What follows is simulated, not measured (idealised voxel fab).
The document below concerns the process module designated voxel capacitor over wiring.
Section shown: cut. Width: 285 nm. Cell size: 5 nm, square.
In this document a cross-section is written as a grid of square cells. It is given as a series of bands, listed from the top down, and a band is one or more rows of cells.
What a band's entry tells you: where the top is and where the bottom is, as heights in nm, and after that what lies inside, material by material from left to right, each with its width in nm. Empty space is written as the word "air", and a single material marked with the word "edge to edge" occupies the band from edge to edge.
The level at which height equals 0 is the one under which the wafer, as it arrives, is entirely one material. No lower edge exists for the bottom band, which continues downward and is notated as in "0 and below".
A width given as "30..40" starts at the first number in the band's top row and ends at the second number in its bottom row, shifting by an equal amount at every step from row to row.
Basically "nothing got changed" means that step didn't change any cell in the cross-section.
What "Trapped voids" gives you is every empty space of 8 cells or more that is cut off from the top. Each appears as width x height at distance, with the distance taken from the left edge and width, height and distance all in nm.
It should be noted that, on the line of a given step, the content following the step's settings is a remark produced by the simulator itself with respect to that step.
Steps that use a mask can have "overlay nm" on their line. It says how far the mask sat to the right of where it was meant to be. Negative means to the left.

### Planned step list for the process
| 1 | RECEIVE: material Si |
| 2 | CONFORMAL_DEP: material SiO2, thk nm 10 |
| 3 | CONFORMAL_DEP: material SiN, thk nm 5 |
| 4 | DIRECTIONAL_DEP: material SiO2, thk nm 20 |
| 5 | MASKED_ETCH: tone open, mask id METAL_1, width nm 30, pitch nm 80, etch materials SiO2, depth nm 20, overlay nm 0 |
| 6 | MASKED_ETCH: tone open, mask id METAL_1, width nm 30, pitch nm 80, etch materials SiN, depth nm 5, overlay nm 0 |
| 7 | CONFORMAL_DEP: material TiN, thk nm 5 |
| 8 | FILL_DEP: material W, thk nm 10 |
| 9 | CMP: height nm 35 |
| 10 | CONFORMAL_DEP: material SiCN, thk nm 5 |
| 11 | DIRECTIONAL_DEP: material lowk, thk nm 20 |
| 12 | PATTERN: tone open, mask id PLUG_1, material resist, width nm 15, thk nm 20, overlay nm 0 |
| 13 | DIRECTIONAL_ETCH: etch materials lowk, depth nm 20 |
| 14 | DIRECTIONAL_ETCH: etch materials SiCN, depth nm 5 |
| 15 | STRIP: etch materials resist |
| 16 | CONFORMAL_DEP: material TiN, thk nm 5 |
| 17 | FILL_DEP: material Cu, thk nm 10 |
| 18 | CMP: height nm 60 |
| 19 | DIRECTIONAL_DEP: material TiN, thk nm 5 |
| 20 | DIRECTIONAL_DEP: material SiN, thk nm 5 |
| 21 | DIRECTIONAL_DEP: material TiN, thk nm 10 |
| 22 | MASKED_ETCH: tone cover, mask id UPPER_PLATE, width nm 55, etch materials TiN, depth nm 10, overlay nm 0 |
| 23 | MASKED_ETCH: tone cover, mask id UPPER_PLATE, width nm 55, etch materials SiN, depth nm 5, overlay nm 0 |
| 24 | DIRECTIONAL_DEP: material aC, thk nm 10 |
| 25 | PATTERN: tone cover, mask id LOWER_PLATE, material resist, width nm 65, thk nm 30, overlay nm 0 |
| 26 | DIRECTIONAL_ETCH: etch materials aC, depth nm 10 |
| 27 | STRIP: etch materials resist |
| 28 | DIRECTIONAL_ETCH: etch materials TiN, depth nm 5 |
| 29 | STRIP: etch materials aC |
| 30 | FILL_DEP: material SiO2, thk nm 15 |
| 31 | CMP: height nm 90 |
| 32 | MASKED_ETCH: tone open, mask id PLUG_2, width nm 15, etch materials SiO2, depth nm 10, overlay nm 0 |
| 33 | CONFORMAL_DEP: material TiN, thk nm 5 |
| 34 | FILL_DEP: material Ru, thk nm 5 |
| 35 | CMP: height nm 90 |
| 36 | CONFORMAL_DEP: material SiN, thk nm 5 |

### First wafer of two (run as planned)

### Wafer cross-section on receipt, i.e. after step 1
	0 and below: Si edge to edge
	Trapped voids: none

### Wafer xsec, post step 2
	10 down to 0: SiO2 edge to edge
	All layers under 0 are left as they were.

### Wafer xsec, post step 3
	15 down to 10: SiN edge to edge
	All layers under 10 are left as they were.

### Wafer xsec, post step 4
	35 down to 15: SiO2 edge to edge
	All layers under 15 are left as they were.

### Wafer xsec, post step 5
	35 down to 15: SiO2 85 nm | air 30 nm | SiO2 50 nm | air 30 nm | SiO2 90 nm
	All layers under 15 are left as they were.

### Wafer xsec, post step 6
	35 down to 15: SiO2 85 nm | air 30 nm | SiO2 50 nm | air 30 nm | SiO2 90 nm
	15 down to 10: SiN 85 nm | air 30 nm | SiN 50 nm | air 30 nm | SiN 90 nm
	All layers under 10 are left as they were.

### Wafer xsec, post step 7
	40 down to 35: TiN 90 nm | air 20 nm | TiN 60 nm | air 20 nm | TiN 95 nm
	35 down to 15: SiO2 85 nm | TiN 5 nm | air 20 nm | TiN 5 nm | SiO2 50 nm | TiN 5 nm | air 20 nm | TiN 5 nm | SiO2 90 nm
	15 down to 10: SiN 85 nm | TiN 30 nm | SiN 50 nm | TiN 30 nm | SiN 90 nm
	All layers under 10 are left as they were.

### Wafer xsec, post step 8
	50 down to 40: W edge to edge
	40 down to 35: TiN 90 nm | W 20 nm | TiN 60 nm | W 20 nm | TiN 95 nm
	35 down to 15: SiO2 85 nm | TiN 5 nm | W 20 nm | TiN 5 nm | SiO2 50 nm | TiN 5 nm | W 20 nm | TiN 5 nm | SiO2 90 nm
	All layers under 15 are left as they were.

### Wafer xsec, post step 9
	35 down to 15: SiO2 85 nm | TiN 5 nm | W 20 nm | TiN 5 nm | SiO2 50 nm | TiN 5 nm | W 20 nm | TiN 5 nm | SiO2 90 nm
	All layers under 15 are left as they were.

### Wafer xsec, post step 10
	40 down to 35: SiCN edge to edge
	All layers under 35 are left as they were.

### Wafer xsec, post step 11
	60 down to 40: lowk edge to edge
	All layers under 40 are left as they were.

### Wafer xsec, post step 12
	80 down to 60: resist 100 nm | air 15 nm | resist 170 nm
	All layers under 60 are left as they were.

### Wafer xsec, post step 13
	80 down to 60: resist 100 nm | air 15 nm | resist 170 nm
	60 down to 40: lowk 100 nm | air 15 nm | lowk 170 nm
	All layers under 40 are left as they were.

### Wafer xsec, post step 14
	80 down to 60: resist 100 nm | air 15 nm | resist 170 nm
	60 down to 40: lowk 100 nm | air 15 nm | lowk 170 nm
	40 down to 35: SiCN 100 nm | air 15 nm | SiCN 170 nm
	All layers under 35 are left as they were.

### Wafer xsec, post step 15
	60 down to 40: lowk 100 nm | air 15 nm | lowk 170 nm
	All layers under 40 are left as they were.

### Wafer xsec, post step 16
	65 down to 60: TiN 105 nm | air 5 nm | TiN 175 nm
	60 down to 40: lowk 100 nm | TiN 5 nm | air 5 nm | TiN 5 nm | lowk 170 nm
	40 down to 35: SiCN 100 nm | TiN 15 nm | SiCN 170 nm
	All layers under 35 are left as they were.

### Wafer xsec, post step 17
	75 down to 65: Cu edge to edge
	65 down to 60: TiN 105 nm | Cu 5 nm | TiN 175 nm
	60 down to 40: lowk 100 nm | TiN 5 nm | Cu 5 nm | TiN 5 nm | lowk 170 nm
	All layers under 40 are left as they were.

### Wafer xsec, post step 18
	60 down to 40: lowk 100 nm | TiN 5 nm | Cu 5 nm | TiN 5 nm | lowk 170 nm
	All layers under 40 are left as they were.

### Wafer xsec, post step 19
	65 down to 60: TiN edge to edge
	All layers under 60 are left as they were.

### Wafer xsec, post step 20
	70 down to 65: SiN edge to edge
	All layers under 65 are left as they were.

### Wafer xsec, post step 21
	80 down to 70: TiN edge to edge
	All layers under 70 are left as they were.

### Wafer xsec, post step 22
	80 down to 70: air 100 nm | TiN 55 nm | air 130 nm
	All layers under 70 are left as they were.

### Wafer xsec, post step 23
	80 down to 70: air 100 nm | TiN 55 nm | air 130 nm
	70 down to 65: air 100 nm | SiN 55 nm | air 130 nm
	All layers under 65 are left as they were.

### Wafer xsec, post step 24
	90 down to 80: air 100 nm | aC 55 nm | air 130 nm
	80 down to 75: air 100 nm | TiN 55 nm | air 130 nm
	75 down to 70: aC 100 nm | TiN 55 nm | aC 130 nm
	70 down to 65: aC 100 nm | SiN 55 nm | aC 130 nm
	All layers under 65 are left as they were.

### Wafer xsec, post step 25
	120 down to 90: air 95 nm | resist 65 nm | air 125 nm
	90 down to 80: air 95 nm | resist 5 nm | aC 55 nm | resist 5 nm | air 125 nm
	80 down to 75: air 95 nm | resist 5 nm | TiN 55 nm | resist 5 nm | air 125 nm
	All layers under 75 are left as they were.

### Wafer xsec, post step 26
	110 down to 90: air 95 nm | resist 65 nm | air 125 nm
	90 down to 80: air 95 nm | resist 5 nm | aC 55 nm | resist 5 nm | air 125 nm
	80 down to 75: air 95 nm | resist 5 nm | TiN 55 nm | resist 5 nm | air 125 nm
	75 down to 70: air 95 nm | aC 5 nm | TiN 55 nm | aC 5 nm | air 125 nm
	70 down to 65: air 95 nm | aC 5 nm | SiN 55 nm | aC 5 nm | air 125 nm
	All layers under 65 are left as they were.

### Wafer xsec, post step 27
	90 down to 80: air 100 nm | aC 55 nm | air 130 nm
	80 down to 75: air 100 nm | TiN 55 nm | air 130 nm
	All layers under 75 are left as they were.

### Wafer xsec, post step 28
	90 down to 80: air 100 nm | aC 55 nm | air 130 nm
	80 down to 75: air 100 nm | TiN 55 nm | air 130 nm
	75 down to 70: air 95 nm | aC 5 nm | TiN 55 nm | aC 5 nm | air 125 nm
	70 down to 65: air 95 nm | aC 5 nm | SiN 55 nm | aC 5 nm | air 125 nm
	65 down to 60: air 95 nm | TiN 65 nm | air 125 nm
	All layers under 60 are left as they were.

### Wafer xsec, post step 29
	80 down to 70: air 100 nm | TiN 55 nm | air 130 nm
	70 down to 65: air 100 nm | SiN 55 nm | air 130 nm
	All layers under 65 are left as they were.

### Wafer xsec, post step 30
	95 down to 80: SiO2 edge to edge
	80 down to 70: SiO2 100 nm | TiN 55 nm | SiO2 130 nm
	70 down to 65: SiO2 100 nm | SiN 55 nm | SiO2 130 nm
	65 down to 60: SiO2 95 nm | TiN 65 nm | SiO2 125 nm
	All layers under 60 are left as they were.

### Wafer xsec, post step 31
	90 down to 80: SiO2 edge to edge
	All layers under 80 are left as they were.

### Wafer xsec, post step 32
	90 down to 80: SiO2 110 nm | air 15 nm | SiO2 160 nm
	All layers under 80 are left as they were.

### Wafer xsec, post step 33
	95 down to 90: TiN 115 nm | air 5 nm | TiN 165 nm
	90 down to 85: SiO2 110 nm | TiN 5 nm | air 5 nm | TiN 5 nm | SiO2 160 nm
	85 down to 80: SiO2 110 nm | TiN 15 nm | SiO2 160 nm
	All layers under 80 are left as they were.

### Wafer xsec, post step 34
	100 down to 95: Ru edge to edge
	95 down to 90: TiN 115 nm | Ru 5 nm | TiN 165 nm
	90 down to 85: SiO2 110 nm | TiN 5 nm | Ru 5 nm | TiN 5 nm | SiO2 160 nm
	All layers under 85 are left as they were.

### Wafer xsec, post step 35
	90 down to 85: SiO2 110 nm | TiN 5 nm | Ru 5 nm | TiN 5 nm | SiO2 160 nm
	All layers under 85 are left as they were.

### Wafer xsec, post step 36
	95 down to 90: SiN edge to edge
	All layers under 90 are left as they were.

### Second wafer, same starting state and plan as the first, one mistake in the run, identical through step 19

The second wafer in cross-section, at the planned close of step 20: nothing got changed

### The second wafer in cross-section, at the planned close of step 21
	75 down to 60: TiN edge to edge
	All layers under 60 are left as they were.

### The second wafer in cross-section, at the planned close of step 22
	75 down to 65: air 100 nm | TiN 55 nm | air 130 nm
	All layers under 65 are left as they were.

The second wafer in cross-section, at the planned close of step 23: nothing got changed

### The second wafer in cross-section, at the planned close of step 24
	85 down to 75: air 100 nm | aC 55 nm | air 130 nm
	75 down to 65: aC 100 nm | TiN 55 nm | aC 130 nm
	All layers under 65 are left as they were.

### The second wafer in cross-section, at the planned close of step 25
	115 down to 85: air 95 nm | resist 65 nm | air 125 nm
	85 down to 75: air 95 nm | resist 5 nm | aC 55 nm | resist 5 nm | air 125 nm
	All layers under 75 are left as they were.

### The second wafer in cross-section, at the planned close of step 26
	105 down to 85: air 95 nm | resist 65 nm | air 125 nm
	85 down to 75: air 95 nm | resist 5 nm | aC 55 nm | resist 5 nm | air 125 nm
	75 down to 65: air 95 nm | aC 5 nm | TiN 55 nm | aC 5 nm | air 125 nm
	All layers under 65 are left as they were.

### The second wafer in cross-section, at the planned close of step 27
	85 down to 75: air 100 nm | aC 55 nm | air 130 nm
	All layers under 75 are left as they were.

### The second wafer in cross-section, at the planned close of step 28
	85 down to 75: air 100 nm | aC 55 nm | air 130 nm
	75 down to 65: air 95 nm | aC 5 nm | TiN 55 nm | aC 5 nm | air 125 nm
	65 down to 60: air 95 nm | TiN 65 nm | air 125 nm
	All layers under 60 are left as they were.

### The second wafer in cross-section, at the planned close of step 29
	75 down to 65: air 100 nm | TiN 55 nm | air 130 nm
	All layers under 65 are left as they were.

### The second wafer in cross-section, at the planned close of step 30
	90 down to 75: SiO2 edge to edge
	75 down to 65: SiO2 100 nm | TiN 55 nm | SiO2 130 nm
	65 down to 60: SiO2 95 nm | TiN 65 nm | SiO2 125 nm
	All layers under 60 are left as they were.

The second wafer in cross-section, at the planned close of step 31: nothing got changed

### The second wafer in cross-section, at the planned close of step 32
	90 down to 80: SiO2 110 nm | air 15 nm | SiO2 160 nm
	All layers under 80 are left as they were.

### The second wafer in cross-section, at the planned close of step 33
	95 down to 90: TiN 115 nm | air 5 nm | TiN 165 nm
	90 down to 85: SiO2 110 nm | TiN 5 nm | air 5 nm | TiN 5 nm | SiO2 160 nm
	85 down to 80: SiO2 110 nm | TiN 15 nm | SiO2 160 nm
	All layers under 80 are left as they were.

### The second wafer in cross-section, at the planned close of step 34
	100 down to 95: Ru edge to edge
	95 down to 90: TiN 115 nm | Ru 5 nm | TiN 165 nm
	90 down to 85: SiO2 110 nm | TiN 5 nm | Ru 5 nm | TiN 5 nm | SiO2 160 nm
	All layers under 85 are left as they were.

### The second wafer in cross-section, at the planned close of step 35
	90 down to 85: SiO2 110 nm | TiN 5 nm | Ru 5 nm | TiN 5 nm | SiO2 160 nm
	All layers under 85 are left as they were.

### The second wafer in cross-section, at the planned close of step 36
	95 down to 90: SiN edge to edge
	All layers under 90 are left as they were.
It is concluded that the wafer was processed incorrectly with respect to the plan, in that heads up, step 20 of the plan was skipped and never actually ran
Once processing is complete, comparing cell counts shows that the second wafer has more or fewer of certain materials than the first: SiN -11; SiO2 +11
